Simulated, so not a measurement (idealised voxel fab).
This is a process module. Its name is voxel released beams.
The width of the displayed cross-section, cut, is 255 nm; its cells are square, with a size of 5 nm.
Cross-section layout: square cells on a grid; listed as bands, top to bottom; a band spans one or more cell rows. Read a band's entry like this: the first values are the height of its top and the height of its bottom in nm, and what follows is the sequence of materials from left to right, each with its width in nm. Note that "empty" is empty space, and that a single material marked "edge to edge" reaches across the band from edge to edge. Zero point of the height axis is 0; under it, received wafer = one material. Lowest band: continues down indefinitely, "0 nm and below". A width such as "30..40" changes by the same amount from each row of cells to the next, from the band's top row to its bottom row. When a step is marked "identical to before", none of the cells in the cross-section changed during that step. Basically, "Enclosed internal cavities" tells you about the enclosed voids: empty spaces with no open way to the top, 8 cells or bigger, each written width x height at distance, where distance is from the left edge, all in nm. Past the settings on a step's line: simulator remark, on that step. On any step carrying a mask, the "overlay nm" setting, if present on the step's line, tells how far right of its planned place the mask lay; negative values point to the left.
So here's the lineup of process steps we planned:
1: RECEIVE | material Si
2: CONFORMAL_DEP | material SiN | thk nm 10
3: DIRECTIONAL_DEP | material SiO2 | thk nm 10
4: MASKED_ETCH | tone open | mask id ANCHOR | width nm 45 | etch materials SiO2 | depth nm 10 | overlay nm 0
5: CONFORMAL_DEP | material TiN | thk nm 5
6: MASKED_ETCH | tone cover | mask id BEAM | width nm 120 | etch materials TiN | depth nm 15 | overlay nm 0
7: STRIP | etch materials SiO2
Keep in mind the plan's value for the thk nm of step 5 comes from the first wafer; the wafers don't share that setting, but they do share the same starting point.
Step 1 complete: as-received cross-section of the first of several wafers:
    0 nm and below  Si edge to edge
    Enclosed internal cavities: none
End-of-module cross-section, first of several wafers, after last step 7:
    25 nm to 15 nm  65..70 empty | 10..5 TiN | 35 empty | 75..5 TiN | 70..140 empty
    15 nm to 10 nm  70 empty | 45 TiN | 140 empty
    10 nm to 0 nm  SiN edge to edge
    0 nm and below  Si edge to edge
    Enclosed internal cavities: none
Cross-section of the last wafer at end of module:
    50 nm to 35 nm  65 empty | 120 TiN | 70 empty
    35 nm to 20 nm  TiN edge to edge
    20 nm to 10 nm  70 SiO2 | 45 TiN | 140 SiO2
    10 nm to 0 nm  SiN edge to edge
    0 nm and below  Si edge to edge
    Enclosed internal cavities: none
Each wafer at the end: cells of each material gained (+) or lost (-) since it was received, then its closed voids:
thk nm 5 | +102 SiN | +28 TiN | Enclosed internal cavities: none
thk nm 10 | +102 SiN | +56 TiN | Enclosed internal cavities: none
thk nm 15 | +102 SiN | +84 TiN | Enclosed internal cavities: none
thk nm 20 | +102 SiN | +84 SiO2 | +139 TiN | Enclosed internal cavities: none
thk nm 25 | +102 SiN | +84 SiO2 | +192 TiN | Enclosed internal cavities: none
thk nm 30 | +102 SiN | +84 SiO2 | +243 TiN | Enclosed internal cavities: none
